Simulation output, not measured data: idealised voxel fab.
The process module presented herein is designated voxel capacitor over wiring.
We display cut, a cross-section 295 nm in width whose square cells are each 5 nm.
Bands, listed from the top down, are how a cross-section gets written in this document; the cross-section itself is a grid of square cells, and a band is one or more rows of them. What a band's entry tells you: where the top is and where the bottom is, as heights in nm, and after that what lies inside, material by material from left to right, each with its width in nm. Empty space is written as the word "air", and a single material marked with the word "throughout" occupies the band from edge to edge. Height datum 0, below which the as-received substrate wafer is one material. Lowest band open at the bottom, running downward: "top 0, no bottom". With a width like "30..40", each row of cells in the band differs from the next by the same amount, the top row carrying the first number and the bottom row the second. For the purposes of this document, the phrase "no modifications" attached to a step denotes that no cell within the cross-section was modified by that step. Any empty space of 8 cells or more lacking an open way to the top shows up in "Sealed cavities" as width x height at distance, distance from the left edge, in nm. Past the settings on a step's line: simulator remark, on that step. overlay nm: how far to the right of its planned place the mask lay on this masked step (negative: to the left).
## Planned process steps
1: RECEIVE | material Si
2: CONFORMAL_DEP | material SiO2 | thk nm 15
3: CONFORMAL_DEP | material SiCN | thk nm 5
4: DIRECTIONAL_DEP | material SiO2 | thk nm 25
5: PATTERN | tone open | mask id METAL_1 | material resist | width nm 30 | pitch nm 95 | thk nm 20 | overlay nm 0
6: DIRECTIONAL_ETCH | etch materials SiO2 | depth nm 25
7: DIRECTIONAL_ETCH | etch materials SiCN | depth nm 5
8: STRIP | etch materials resist
9: CONFORMAL_DEP | material TiN | thk nm 5
10: FILL_DEP | material Cu | thk nm 10
11: CMP | height nm 45
12: CONFORMAL_DEP | material SiCN | thk nm 5
13: DIRECTIONAL_DEP | material SiO2 | thk nm 10
14: MASKED_ETCH | tone open | mask id PLUG_1 | width nm 15 | etch materials SiO2 | depth nm 10 | overlay nm 0
15: MASKED_ETCH | tone open | mask id PLUG_1 | width nm 15 | etch materials SiCN | depth nm 5 | overlay nm 0
16: EPI | material Ru | thk nm 10
17: EPI | material Ru | thk nm 5
18: DIRECTIONAL_DEP | material TiN | thk nm 5
19: DIRECTIONAL_DEP | material SiN | thk nm 5
20: DIRECTIONAL_DEP | material TiN | thk nm 5
21: MASKED_ETCH | tone cover | mask id UPPER_PLATE | width nm 70 | etch materials TiN | depth nm 5 | overlay nm 0
22: MASKED_ETCH | tone cover | mask id UPPER_PLATE | width nm 70 | etch materials SiN | depth nm 5 | overlay nm 0
23: DIRECTIONAL_DEP | material aC | thk nm 15
24: PATTERN | tone cover | mask id LOWER_PLATE | material resist | width nm 80 | thk nm 35 | overlay nm 0
25: DIRECTIONAL_ETCH | etch materials aC | depth nm 15
26: STRIP | etch materials resist
27: DIRECTIONAL_ETCH | etch materials TiN | depth nm 5
28: STRIP | etch materials aC
29: FILL_DEP | material SiO2 | thk nm 15
30: CMP | height nm 85
31: DIRECTIONAL_DEP | material aC | thk nm 10
32: PATTERN | tone open | mask id PLUG_2 | material resist | width nm 15 | thk nm 25 | overlay nm 0
33: DIRECTIONAL_ETCH | etch materials aC | depth nm 10
34: STRIP | etch materials resist
35: DIRECTIONAL_ETCH | etch materials SiO2 | depth nm 10
36: STRIP | etch materials aC
37: CONFORMAL_DEP | material TiN | thk nm 5
38: FILL_DEP | material Ru | thk nm 5
39: CMP | height nm 85
40: CONFORMAL_DEP | material SiCN | thk nm 5
## Cross-section of the incoming wafer, state after step 1
* top 0, no bottom: Si throughout
* Sealed cavities: none
## Cross-sectional image of the first of two wafers at the end of the module, the run having proceeded as planned
* top 90, bottom 85: SiCN throughout
* top 85, bottom 80: SiO2 110; TiN 5; Ru 5; TiN 5; SiO2 170
* top 80, bottom 70: SiO2 110..100; TiN 15..70; SiO2 170..125
* top 70, bottom 65: SiO2 100; SiN 70; SiO2 125
* top 65, bottom 60: SiO2 95; TiN 80; SiO2 120
* top 60, bottom 50: SiO2 100; Ru 15; SiO2 180
* top 50, bottom 45: SiCN 100; Ru 15; SiCN 180
* top 45, bottom 20: SiO2 85; TiN 5; Cu 20; TiN 5; SiO2 65; TiN 5; Cu 20; TiN 5; SiO2 85
* top 20, bottom 15: SiCN 85; TiN 30; SiCN 65; TiN 30; SiCN 85
* top 15, bottom 0: SiO2 throughout
* top 0, no bottom: Si throughout
* Sealed cavities: none
## Wafer two, end of module, cross-section. Same start, same plan as wafer one. One mistake in the run
* top 90, bottom 85: SiCN throughout
* top 85, bottom 80: SiO2 110; TiN 5; Ru 5; TiN 5; SiO2 170
* top 80, bottom 70: SiO2 110..100; TiN 15..70; SiO2 170..125
* top 70, bottom 65: SiO2 95; SiN 75; SiO2 125
* top 65, bottom 60: SiO2 95; TiN 80; SiO2 120
* top 60, bottom 50: SiO2 100; Ru 15; SiO2 180
* top 50, bottom 45: SiCN 100; Ru 15; SiCN 180
* top 45, bottom 20: SiO2 85; TiN 5; Cu 20; TiN 5; SiO2 65; TiN 5; Cu 20; TiN 5; SiO2 85
* top 20, bottom 15: SiCN 85; TiN 30; SiCN 65; TiN 30; SiCN 85
* top 15, bottom 0: SiO2 throughout
* top 0, no bottom: Si throughout
* Sealed cavities: none
Plan not followed: off-plan run, step 22, actual operation and settings MASKED_ETCH | tone cover | mask id UPPER_PLATE | width nm 70 | etch materials SiN | depth nm 5 | overlay nm -5
Final difference in cells, second wafer against first, listed per material as more or fewer: +1 SiN; -1 SiO2
